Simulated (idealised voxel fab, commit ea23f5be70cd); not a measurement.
A process module follows: voxel capacitor over wiring.
Section shown: cut. Width: 155 nm. Cell size: 5 nm, square.
Cross-section spec: square-cell grid; bands listed top down; each band is one or more rows.
Each band's line starts with the height of the band's top and of its bottom, in nm. Then come its materials from left to right, each with its width in nm. One material with "everywhere" fills the band from edge to edge. "empty" is empty space.
For the purposes of this specification, 0 denotes the height below which the wafer in its as-received condition is composed wholly of one material, and the lowermost band, lacking a lower limit, extends downward without end, as expressed in "z 0 and below".
Width spec "30 to 40" -> top row of cells at first value, bottom row at second value, equal per-row change in between.
Basically "remains unaltered" means that step didn't change any cell in the cross-section.
Listed in "Enclosed internal cavities": every empty space of 8 or more cells without an open way to the top. Form: width x height at distance, the distance being from the left edge, all in nm.
Past the settings on a step's line: simulator remark, on that step.
A step line may carry the setting "overlay nm", which, for steps involving a mask, states the distance by which the mask lay to the right of its intended position; negative values denote displacement to the left.
[Here's what the planned process steps look like]
step 1: op RECEIVE | material Si
step 2: op CONFORMAL_DEP | material SiO2 | thk nm 15
step 3: op DIRECTIONAL_DEP | material TiN | thk nm 5
step 4: op DIRECTIONAL_DEP | material W | thk nm 15
step 5: op DIRECTIONAL_DEP | material aC | thk nm 10
step 6: op PATTERN | tone cover | mask id METAL_1 | material resist | width nm 20 | pitch nm 75 | thk nm 25 | overlay nm 0
step 7: op DIRECTIONAL_ETCH | etch materials aC | depth nm 10
step 8: op STRIP | etch materials resist
step 9: op DIRECTIONAL_ETCH | etch materials W | depth nm 15
step 10: op DIRECTIONAL_ETCH | etch materials TiN | depth nm 5
step 11: op STRIP | etch materials aC
step 12: op FILL_DEP | material SiO2 | thk nm 10
step 13: op CMP | height nm 35
step 14: op CONFORMAL_DEP | material SiCN | thk nm 5
step 15: op DIRECTIONAL_DEP | material lowk | thk nm 20
step 16: op PATTERN | tone open | mask id PLUG_1 | material resist | width nm 15 | thk nm 15 | overlay nm 0
step 17: op DIRECTIONAL_ETCH | etch materials lowk | depth nm 20
step 18: op DIRECTIONAL_ETCH | etch materials SiCN | depth nm 5
step 19: op STRIP | etch materials resist
step 20: op EPI | material Ru | thk nm 10
step 21: op EPI | material Ru | thk nm 10
step 22: op EPI | material Ru | thk nm 5
step 23: op DIRECTIONAL_DEP | material TiN | thk nm 10
step 24: op DIRECTIONAL_DEP | material SiN | thk nm 5
step 25: op DIRECTIONAL_DEP | material TiN | thk nm 10
step 26: op MASKED_ETCH | tone cover | mask id UPPER_PLATE | width nm 60 | etch materials TiN | depth nm 10 | overlay nm 0
step 27: op MASKED_ETCH | tone cover | mask id UPPER_PLATE | width nm 60 | etch materials SiN | depth nm 5 | overlay nm 0
step 28: op MASKED_ETCH | tone cover | mask id LOWER_PLATE | width nm 70 | etch materials TiN | depth nm 10 | overlay nm 0
step 29: op FILL_DEP | material SiO2 | thk nm 15
step 30: op CMP | height nm 95
step 31: op MASKED_ETCH | tone open | mask id PLUG_2 | width nm 15 | etch materials SiO2 | depth nm 10 | overlay nm 0
step 32: op CONFORMAL_DEP | material TiN | thk nm 5
step 33: op FILL_DEP | material Ru | thk nm 5
step 34: op CMP | height nm 95
step 35: op CONFORMAL_DEP | material SiN | thk nm 5
[The cross-section here shows the wafer as received, i.e. in its state after step 1]
z 0 and below  Si everywhere
Enclosed internal cavities: none
[Cross-sectional image of the first of two wafers at the end of the module, the run having proceeded as planned]
z 100 to 95  SiN everywhere
z 95 to 90  SiO2=45, TiN=5, Ru=5, TiN=5, SiO2=95
z 90 to 85  SiO2=45, TiN=15, SiO2=95
z 85 to 75  SiO2=35, TiN=60, SiO2=60
z 75 to 70  SiO2=35, SiN=60, SiO2=60
z 70 to 60  SiO2=30, TiN=70, SiO2=55
z 60 to 40  lowk=35, Ru=15, lowk=105
z 40 to 35  SiCN=35, Ru=15, SiCN=105
z 35 to 20  SiO2=30, W=20, SiO2=55, W=20, SiO2=30
z 20 to 15  SiO2=30, TiN=20, SiO2=55, TiN=20, SiO2=30
z 15 to 0  SiO2 everywhere
z 0 and below  Si everywhere
Enclosed internal cavities: none
[End of module, second wafer, cross-section. Started like the first, planned like the first, run with one mistake]
z 100 to 95  SiN everywhere
z 95 to 90  SiO2=45, TiN=5, Ru=5, TiN=5, SiO2=95
z 90 to 85  SiO2=45, TiN=15, SiO2=95
z 85 to 75  SiO2=35, TiN=60, SiO2=60
z 75 to 70  SiO2=35, SiN=60, SiO2=60
z 70 to 60  SiO2=25, TiN=80, SiO2=50
z 60 to 40  lowk=35, Ru=15, lowk=105
z 40 to 35  SiCN=35, Ru=15, SiCN=105
z 35 to 20  SiO2=30, W=20, SiO2=55, W=20, SiO2=30
z 20 to 15  SiO2=30, TiN=20, SiO2=55, TiN=20, SiO2=30
z 15 to 0  SiO2 everywhere
z 0 and below  Si everywhere
Enclosed internal cavities: none
Nonconformance to the process plan: step 28 deviated from plan and actually ran as op MASKED_ETCH | tone cover | mask id LOWER_PLATE | width nm 80 | etch materials TiN | depth nm 10 | overlay nm 0
Heads up, by the end the second wafer has more or fewer cells of some materials compared to the first: -4 SiO2, +4 TiN
